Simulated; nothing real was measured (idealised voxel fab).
Documented hereafter: the process module known as voxel self aligned contacts.
It is cross-section cut that appears here, measuring 265 nm in width, its square cells being 5 nm in size.
A cross-section in this document is a grid of square cells, and it is written down as bands, the top band listed before the ones below it; a band is made up of one or more rows of cells. This entry defines a band. It first specifies the height of the band's top and the height of its bottom in nm, and then specifies the band's materials from left to right, stating each material with its width in nm. The word "all across" identifies a single material that fills the band from edge to edge, while the word "empty" identifies empty space. Below 0: as-received wafer, all one material; heights counted from there. Lowest band: no bottom, goes on down, written "z 0 and below". When a width is written as two numbers, as in "30..40", the first number is the width in the top row of cells of the band and the second is the width in its bottom row, and the width changes by the same amount from each row to the next. Basically "no change occurred" means that step didn't change any cell in the cross-section. Enclosed voids (no open way to top), threshold 8 cells or more, entry "Closed void catalog", notation width x height at distance, distance from left edge, nm. Whatever follows a step's settings on its line is a remark the simulator itself makes about that step. overlay nm: for a step with a mask, the amount by which the mask lay right of where it was planned; a negative amount means left of it.
List of planned process steps:
| 1 | RECEIVE with material Si |
| 2 | CONFORMAL_DEP with material SiO2, thk nm 5 |
| 3 | DIRECTIONAL_DEP with material polySi, thk nm 25 |
| 4 | DIRECTIONAL_DEP with material SiN, thk nm 20 |
| 5 | PATTERN with tone cover, mask id GATE, material resist, width nm 30, pitch nm 70, thk nm 20, overlay nm 0 |
| 6 | DIRECTIONAL_ETCH with etch materials SiN, depth nm 20 |
| 7 | DIRECTIONAL_ETCH with etch materials polySi, depth nm 25 |
| 8 | STRIP with etch materials resist |
| 9 | CONFORMAL_DEP with material SiN, thk nm 10 |
| 10 | DIRECTIONAL_ETCH with etch materials SiN, depth nm 10 |
| 11 | FILL_DEP with material SiO2, thk nm 15 |
| 12 | CMP with height nm 60 |
| 13 | MASKED_ETCH with tone open, mask id CONTACT, width nm 50, pitch nm 70, etch materials SiO2, depth nm 60, overlay nm 0 |
| 14 | CONFORMAL_DEP with material TiN, thk nm 5 |
| 15 | FILL_DEP with material Ru, thk nm 10 |
| 16 | CMP with height nm 60 |
| 17 | CONFORMAL_DEP with material SiN, thk nm 5 |
Cross-section of the incoming wafer, state after step 1:
> z 0 and below | Si all across
> Closed void catalog: none
As-planned run: cross-section of the first of two wafers at end of module:
> z 65 to 60 | SiN all across
> z 60 to 50 | SiO2 70; TiN 5..20; Ru 40..10; TiN 5..20; SiO2 20; TiN 5..20; Ru 40..10; TiN 5..20; SiO2 75
> z 50 to 30 | SiO2 35; SiN 50; TiN 5; Ru 10; TiN 5; SiN 50; TiN 5; Ru 10; TiN 5; SiN 50; SiO2 40
> z 30 to 5 | SiO2 35; SiN 10; polySi 30; SiN 10; TiN 5; Ru 10; TiN 5; SiN 10; polySi 30; SiN 10; TiN 5; Ru 10; TiN 5; SiN 10; polySi 30; SiN 10; SiO2 40
> z 5 to 0 | SiO2 85; TiN 20; SiO2 50; TiN 20; SiO2 90
> z 0 and below | Si all across
> Closed void catalog: none
Second wafer through the module, sectioned at the end: same beginning and same plan as the first wafer, with one mistake in carrying it out:
> z 65 to 60 | SiN all across
> z 60 to 50 | SiO2 70; TiN 5..15; Ru 40..10; TiN 5..25; SiO2 20; TiN 5..15; Ru 40..10; TiN 5..25; SiO2 75
> z 50 to 30 | SiO2 30; SiN 50; TiN 5; Ru 10; TiN 5; SiN 50; TiN 5; Ru 10; TiN 5; SiN 50; SiO2 45
> z 30 to 5 | SiO2 30; SiN 10; polySi 30; SiN 10; TiN 5; Ru 10; TiN 5; SiN 10; polySi 30; SiN 10; TiN 5; Ru 10; TiN 5; SiN 10; polySi 30; SiN 10; SiO2 45
> z 5 to 0 | SiO2 80; TiN 20; SiO2 50; TiN 20; SiO2 95
> z 0 and below | Si all across
> Closed void catalog: none
Short version of what went wrong: step 5 deviated from plan and actually ran as PATTERN with tone cover, mask id GATE, material resist, width nm 30, pitch nm 70, thk nm 20, overlay nm -5
Tallied in cells, the final second wafer holds each material in the same quantity as the first, although not at the same places.
